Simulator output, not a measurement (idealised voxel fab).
process module | voxel fin reveal
cross-section cut | 180 nm wide | cells 5 nm
A cross-section is a grid of square cells, given in bands from the top down. A band is one or more rows of cells.
Each band's line starts with the height of the band's top and of its bottom, in nm. Then come its materials from left to right, each with its width in nm. One material with "throughout" fills the band from edge to edge. "air" is empty space.
Height 0 is the level under which the wafer as received is all one material. The lowest band goes on downwards, as in "0 down".
A width such as "30 to 40" changes by the same amount from each row of cells to the next, from the band's top row to its bottom row.
"no change" after a step means that no cell of the cross-section changed.
closed voids: empty space of 8 cells or more with no open way to the top, each as width x height at its distance from the left edge, in nm
after a step's settings: what the simulator itself notes on the step
overlay nm, on a step with a mask: how far to the right of its planned place the mask lay; to the left if negative
plan
1 op RECEIVE | material Si
2 op CONFORMAL_DEP | material SiN | thk nm 10
3 op MASKED_ETCH | tone cover | mask id FINS | width nm 15 | pitch nm 35 | etch materials SiN | depth nm 10 | overlay nm -15
4 op MASKED_ETCH | tone cover | mask id FINS | width nm 15 | pitch nm 35 | etch materials Si | depth nm 40 | overlay nm 0
5 op OXIDIZE | depth nm 5
6 op FILL_DEP | material SiO2 | thk nm 15
7 op CMP | height nm 10
8 op SELECTIVE_ETCH | etch materials SiO2 | depth nm 35
9 op STRIP | etch materials SiN
varied across the wafers: overlay nm of step 3. The plan shows the first wafer's value. All wafers start alike
first wafer as received, after step 1
  0 down: Si throughout
  closed voids: none
each wafer at the end: cells of each material gained (+) or lost (-) since it was received, then its closed voids
overlay nm -15 | -258 Si | +112 SiO2 | closed voids: none
overlay nm -10 | -274 Si | +120 SiO2 | closed voids: none
overlay nm -5 | -290 Si | +128 SiO2 | closed voids: none
overlay nm 0 | -306 Si | +136 SiO2 | closed voids: none
overlay nm 5 | -290 Si | +128 SiO2 | closed voids: none
overlay nm 10 | -274 Si | +120 SiO2 | closed voids: none
overlay nm 15 | -258 Si | +112 SiO2 | closed voids: none
